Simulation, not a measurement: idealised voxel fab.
process module | voxel spacer lines
cross-section cut | 290 nm wide | cells 5 nm
A cross-section is a grid of square cells, given in bands from the top down. A band is one or more rows of cells.
Each band's line starts with the height of the band's top and of its bottom, in nm. Then come its materials from left to right, each with its width in nm. One material with "throughout" fills the band from edge to edge. "air" is empty space.
Height 0 is the level under which the wafer as received is all one material. The lowest band goes on downwards, as in "0 down".
A width such as "30 to 40" changes by the same amount from each row of cells to the next, from the band's top row to its bottom row.
"no change" after a step means that no cell of the cross-section changed.
closed voids: empty space of 8 cells or more with no open way to the top, each as width x height at its distance from the left edge, in nm
after a step's settings: what the simulator itself notes on the step
overlay nm, on a step with a mask: how far to the right of its planned place the mask lay; to the left if negative
plan
1 op RECEIVE | material Si
2 op CONFORMAL_DEP | material Al2O3 | thk nm 10
3 op DIRECTIONAL_DEP | material W | thk nm 10
4 op DIRECTIONAL_DEP | material polySi | thk nm 30
5 op PATTERN | tone cover | mask id MANDREL | material resist | width nm 20 | pitch nm 60 | thk nm 40 | overlay nm 0
6 op DIRECTIONAL_ETCH | etch materials polySi | depth nm 30
7 op STRIP | etch materials resist
8 op CONFORMAL_DEP | material SiN | thk nm 10
9 op DIRECTIONAL_ETCH | etch materials SiN | depth nm 10
10 op STRIP | etch materials polySi
11 op DIRECTIONAL_ETCH | etch materials W | depth nm 10
12 op STRIP | etch materials SiN
as received, after step 1
  0 down: Si throughout
  closed voids: none
first wafer at the end, as planned
  20 to 10: air 95 | W 10 | air 20 | W 10 | air 20 | W 10 | air 20 | W 10 | air 95
  10 to 0: Al2O3 throughout
  0 down: Si throughout
  closed voids: none
second wafer at the end: like start, like plan, one mistake
  20 to 10: air 95 | W 40 | air 20 | W 40 | air 95
  10 to 0: Al2O3 throughout
  0 down: Si throughout
  closed voids: none
what went wrong: steps 10 and 11 were swapped
at the end the second wafer has, in cells: 16 more of W
